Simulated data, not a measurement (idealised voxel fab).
Process module heading - voxel self aligned contacts
Section shown: cut. Width: 240 nm. Cell size: 5 nm, square.
Notation: cross-section as square-cell grid; stated in bands, top first, going down; one or more cell rows per band. Within each band entry, the heights of the top and of the bottom of the band appear first, in that order and in nm; the materials of the band then follow from left to right, each with its corresponding width in nm. The designation "all across" on a single material indicates that it fills the band from edge to edge; the designation "air" indicates empty space. Heights are expressed relative to 0, this being the level below which the as-received wafer comprises one material exclusively. The lowest band is unbounded in the downward direction and is denoted as in "from 0 down". The notation "30..40" denotes a width that varies across the rows of cells in the band, beginning at the first number in the top row, finishing at the second number in the bottom row, and changing by an identical amount from each row to the next. Given "changes: none" for a step, no cell of the cross-section differs between before and after that step. Each empty space that has no open way to the top and spans at least 8 cells appears under "Enclosed void entries" as width x height at distance, the distance counted from the left edge, all in nm. On each step's line, the part that comes after the settings is the simulator's own comment on the step. Regarding "overlay nm": on a step with a mask, it is the distance the mask lay to the right of its planned place; a negative value places it to the left.
List of planned process steps
step 1: op RECEIVE | material Si
step 2: op CONFORMAL_DEP | material SiO2 | thk nm 5
step 3: op DIRECTIONAL_DEP | material polySi | thk nm 20
step 4: op DIRECTIONAL_DEP | material SiN | thk nm 20
step 5: op MASKED_ETCH | tone cover | mask id GATE | width nm 25 | pitch nm 65 | etch materials SiN | depth nm 20 | overlay nm 0
step 6: op MASKED_ETCH | tone cover | mask id GATE | width nm 25 | pitch nm 65 | etch materials polySi | depth nm 20 | overlay nm 0
step 7: op CONFORMAL_DEP | material SiN | thk nm 10
step 8: op DIRECTIONAL_ETCH | etch materials SiN | depth nm 10
step 9: op FILL_DEP | material SiO2 | thk nm 10
step 10: op CMP | height nm 50
step 11: op DIRECTIONAL_DEP | material aC | thk nm 15
step 12: op PATTERN | tone open | mask id CONTACT | material resist | width nm 50 | pitch nm 65 | thk nm 30 | overlay nm 0
step 13: op DIRECTIONAL_ETCH | etch materials aC | depth nm 15
step 14: op STRIP | etch materials resist
step 15: op DIRECTIONAL_ETCH | etch materials SiO2 | depth nm 50
step 16: op STRIP | etch materials aC
step 17: op CONFORMAL_DEP | material TiN | thk nm 5
step 18: op FILL_DEP | material Ru | thk nm 10
step 19: op CMP | height nm 50
step 20: op CONFORMAL_DEP | material SiN | thk nm 5
Account of the first of two wafers, which was processed as intended
Cross-section, incoming material, after step 1
  from 0 down = Si all across
  Enclosed void entries: none
How the wafer stands in section after step 2
  from 5 to 0 = SiO2 all across
  Beneath the level 0, the cross-section is identical to its previous state.
How the wafer stands in section after step 3
  from 25 to 5 = polySi all across
  Beneath the level 5, the cross-section is identical to its previous state.
How the wafer stands in section after step 4
  from 45 to 25 = SiN all across
  Beneath the level 25, the cross-section is identical to its previous state.
How the wafer stands in section after step 5
  from 45 to 25 = 40 air, 25 SiN, 40 air, 25 SiN, 40 air, 25 SiN, 45 air
  Beneath the level 25, the cross-section is identical to its previous state.
How the wafer stands in section after step 6
  from 45 to 25 = 40 air, 25 SiN, 40 air, 25 SiN, 40 air, 25 SiN, 45 air
  from 25 to 5 = 40 air, 25 polySi, 40 air, 25 polySi, 40 air, 25 polySi, 45 air
  Beneath the level 5, the cross-section is identical to its previous state.
How the wafer stands in section after step 7
  from 55 to 25 = 30 air, 45 SiN, 20 air, 45 SiN, 20 air, 45 SiN, 35 air
  from 25 to 15 = 30 air, 10 SiN, 25 polySi, 10 SiN, 20 air, 10 SiN, 25 polySi, 10 SiN, 20 air, 10 SiN, 25 polySi, 10 SiN, 35 air
  from 15 to 5 = 40 SiN, 25 polySi, 40 SiN, 25 polySi, 40 SiN, 25 polySi, 45 SiN
  Beneath the level 5, the cross-section is identical to its previous state.
How the wafer stands in section after step 8
  from 45 to 25 = 30 air, 45 SiN, 20 air, 45 SiN, 20 air, 45 SiN, 35 air
  from 25 to 5 = 30 air, 10 SiN, 25 polySi, 10 SiN, 20 air, 10 SiN, 25 polySi, 10 SiN, 20 air, 10 SiN, 25 polySi, 10 SiN, 35 air
  Beneath the level 5, the cross-section is identical to its previous state.
How the wafer stands in section after step 9
  from 55 to 45 = SiO2 all across
  from 45 to 25 = 30 SiO2, 45 SiN, 20 SiO2, 45 SiN, 20 SiO2, 45 SiN, 35 SiO2
  from 25 to 5 = 30 SiO2, 10 SiN, 25 polySi, 10 SiN, 20 SiO2, 10 SiN, 25 polySi, 10 SiN, 20 SiO2, 10 SiN, 25 polySi, 10 SiN, 35 SiO2
  Beneath the level 5, the cross-section is identical to its previous state.
How the wafer stands in section after step 10
  from 50 to 45 = SiO2 all across
  Beneath the level 45, the cross-section is identical to its previous state.
How the wafer stands in section after step 11
  from 65 to 50 = aC all across
  Beneath the level 50, the cross-section is identical to its previous state.
How the wafer stands in section after step 12
  from 95 to 65 = 60 resist, 50 air, 15 resist, 50 air, 65 resist
  Beneath the level 65, the cross-section is identical to its previous state.
How the wafer stands in section after step 13
  from 80 to 65 = 60 resist, 50 air, 15 resist, 50 air, 65 resist
  from 65 to 50 = 60 aC, 50 air, 15 aC, 50 air, 65 aC
  Beneath the level 50, the cross-section is identical to its previous state.
How the wafer stands in section after step 14
  from 65 to 50 = 60 aC, 50 air, 15 aC, 50 air, 65 aC
  Beneath the level 50, the cross-section is identical to its previous state.
How the wafer stands in section after step 15
  from 65 to 50 = 60 aC, 50 air, 15 aC, 50 air, 65 aC
  from 50 to 45 = 60 SiO2, 50 air, 15 SiO2, 50 air, 65 SiO2
  from 45 to 25 = 30 SiO2, 45 SiN, 20 air, 45 SiN, 20 air, 45 SiN, 35 SiO2
  from 25 to 5 = 30 SiO2, 10 SiN, 25 polySi, 10 SiN, 20 air, 10 SiN, 25 polySi, 10 SiN, 20 air, 10 SiN, 25 polySi, 10 SiN, 35 SiO2
  from 5 to 0 = 75 SiO2, 20 air, 45 SiO2, 20 air, 80 SiO2
  Beneath the level 0, the cross-section is identical to its previous state.
How the wafer stands in section after step 16
  from 50 to 45 = 60 SiO2, 50 air, 15 SiO2, 50 air, 65 SiO2
  Beneath the level 45, the cross-section is identical to its previous state.
How the wafer stands in section after step 17
  from 55 to 50 = 65 TiN, 40 air, 25 TiN, 40 air, 70 TiN
  from 50 to 45 = 60 SiO2, 20 TiN, 10 air, 20 TiN, 15 SiO2, 20 TiN, 10 air, 20 TiN, 65 SiO2
  from 45 to 25 = 30 SiO2, 45 SiN, 5 TiN, 10 air, 5 TiN, 45 SiN, 5 TiN, 10 air, 5 TiN, 45 SiN, 35 SiO2
  from 25 to 5 = 30 SiO2, 10 SiN, 25 polySi, 10 SiN, 5 TiN, 10 air, 5 TiN, 10 SiN, 25 polySi, 10 SiN, 5 TiN, 10 air, 5 TiN, 10 SiN, 25 polySi, 10 SiN, 35 SiO2
  from 5 to 0 = 75 SiO2, 20 TiN, 45 SiO2, 20 TiN, 80 SiO2
  Beneath the level 0, the cross-section is identical to its previous state.
How the wafer stands in section after step 18
  from 65 to 55 = Ru all across
  from 55 to 50 = 65 TiN, 40 Ru, 25 TiN, 40 Ru, 70 TiN
  from 50 to 45 = 60 SiO2, 20 TiN, 10 Ru, 20 TiN, 15 SiO2, 20 TiN, 10 Ru, 20 TiN, 65 SiO2
  from 45 to 25 = 30 SiO2, 45 SiN, 5 TiN, 10 Ru, 5 TiN, 45 SiN, 5 TiN, 10 Ru, 5 TiN, 45 SiN, 35 SiO2
  from 25 to 5 = 30 SiO2, 10 SiN, 25 polySi, 10 SiN, 5 TiN, 10 Ru, 5 TiN, 10 SiN, 25 polySi, 10 SiN, 5 TiN, 10 Ru, 5 TiN, 10 SiN, 25 polySi, 10 SiN, 35 SiO2
  Beneath the level 5, the cross-section is identical to its previous state.
How the wafer stands in section after step 19
  from 50 to 45 = 60 SiO2, 20 TiN, 10 Ru, 20 TiN, 15 SiO2, 20 TiN, 10 Ru, 20 TiN, 65 SiO2
  Beneath the level 45, the cross-section is identical to its previous state.
How the wafer stands in section after step 20
  from 55 to 50 = SiN all across
  Beneath the level 50, the cross-section is identical to its previous state.
Wafer two of the pair: same origin, same plan, one error during the run; identical to wafer one up to and including step 1
Second wafer at the planned finish of step 2, seen in cross-section
  from 20 to 0 = polySi all across
  Beneath the level 0, the cross-section is identical to its previous state.
Second wafer at the planned finish of step 3, seen in cross-section
  from 25 to 20 = SiO2 all across
  Beneath the level 20, the cross-section is identical to its previous state.
Second wafer at the planned finish of step 4, seen in cross-section
  from 45 to 25 = SiN all across
  Beneath the level 25, the cross-section is identical to its previous state.
Second wafer at the planned finish of step 5, seen in cross-section
  from 45 to 25 = 40 air, 25 SiN, 40 air, 25 SiN, 40 air, 25 SiN, 45 air
  Beneath the level 25, the cross-section is identical to its previous state.
Second wafer at the planned finish of step 6, seen in cross-section: changes: none
Second wafer at the planned finish of step 7, seen in cross-section
  from 55 to 35 = 30 air, 45 SiN, 20 air, 45 SiN, 20 air, 45 SiN, 35 air
  from 35 to 25 = SiN all across
  Beneath the level 25, the cross-section is identical to its previous state.
Second wafer at the planned finish of step 8, seen in cross-section
  from 45 to 25 = 30 air, 45 SiN, 20 air, 45 SiN, 20 air, 45 SiN, 35 air
  Beneath the level 25, the cross-section is identical to its previous state.
Second wafer at the planned finish of step 9, seen in cross-section
  from 55 to 45 = SiO2 all across
  from 45 to 25 = 30 SiO2, 45 SiN, 20 SiO2, 45 SiN, 20 SiO2, 45 SiN, 35 SiO2
  Beneath the level 25, the cross-section is identical to its previous state.
Second wafer at the planned finish of step 10, seen in cross-section
  from 50 to 45 = SiO2 all across
  Beneath the level 45, the cross-section is identical to its previous state.
Second wafer at the planned finish of step 11, seen in cross-section
  from 65 to 50 = aC all across
  Beneath the level 50, the cross-section is identical to its previous state.
Second wafer at the planned finish of step 12, seen in cross-section
  from 95 to 65 = 60 resist, 50 air, 15 resist, 50 air, 65 resist
  Beneath the level 65, the cross-section is identical to its previous state.
Second wafer at the planned finish of step 13, seen in cross-section
  from 80 to 65 = 60 resist, 50 air, 15 resist, 50 air, 65 resist
  from 65 to 50 = 60 aC, 50 air, 15 aC, 50 air, 65 aC
  Beneath the level 50, the cross-section is identical to its previous state.
Second wafer at the planned finish of step 14, seen in cross-section
  from 65 to 50 = 60 aC, 50 air, 15 aC, 50 air, 65 aC
  Beneath the level 50, the cross-section is identical to its previous state.
Second wafer at the planned finish of step 15, seen in cross-section
  from 65 to 50 = 60 aC, 50 air, 15 aC, 50 air, 65 aC
  from 50 to 45 = 60 SiO2, 50 air, 15 SiO2, 50 air, 65 SiO2
  from 45 to 25 = 30 SiO2, 45 SiN, 20 air, 45 SiN, 20 air, 45 SiN, 35 SiO2
  from 25 to 20 = 75 SiO2, 20 air, 45 SiO2, 20 air, 80 SiO2
  Beneath the level 20, the cross-section is identical to its previous state.
Second wafer at the planned finish of step 16, seen in cross-section
  from 50 to 45 = 60 SiO2, 50 air, 15 SiO2, 50 air, 65 SiO2
  Beneath the level 45, the cross-section is identical to its previous state.
Second wafer at the planned finish of step 17, seen in cross-section
  from 55 to 50 = 65 TiN, 40 air, 25 TiN, 40 air, 70 TiN
  from 50 to 45 = 60 SiO2, 20 TiN, 10 air, 20 TiN, 15 SiO2, 20 TiN, 10 air, 20 TiN, 65 SiO2
  from 45 to 25 = 30 SiO2, 45 SiN, 5 TiN, 10 air, 5 TiN, 45 SiN, 5 TiN, 10 air, 5 TiN, 45 SiN, 35 SiO2
  from 25 to 20 = 75 SiO2, 20 TiN, 45 SiO2, 20 TiN, 80 SiO2
  Beneath the level 20, the cross-section is identical to its previous state.
Second wafer at the planned finish of step 18, seen in cross-section
  from 65 to 55 = Ru all across
  from 55 to 50 = 65 TiN, 40 Ru, 25 TiN, 40 Ru, 70 TiN
  from 50 to 45 = 60 SiO2, 20 TiN, 10 Ru, 20 TiN, 15 SiO2, 20 TiN, 10 Ru, 20 TiN, 65 SiO2
  from 45 to 25 = 30 SiO2, 45 SiN, 5 TiN, 10 Ru, 5 TiN, 45 SiN, 5 TiN, 10 Ru, 5 TiN, 45 SiN, 35 SiO2
  Beneath the level 25, the cross-section is identical to its previous state.
Second wafer at the planned finish of step 19, seen in cross-section
  from 50 to 45 = 60 SiO2, 20 TiN, 10 Ru, 20 TiN, 15 SiO2, 20 TiN, 10 Ru, 20 TiN, 65 SiO2
  Beneath the level 45, the cross-section is identical to its previous state.
Second wafer at the planned finish of step 20, seen in cross-section
  from 55 to 50 = SiN all across
  Beneath the level 50, the cross-section is identical to its previous state.
Short version of what went wrong: it was found that steps 2 and 3 of the process plan had been performed in exchanged positions
at the end the second wafer has, in cells: -16 Ru | -48 SiN | -52 SiO2 | -16 TiN | +132 polySi
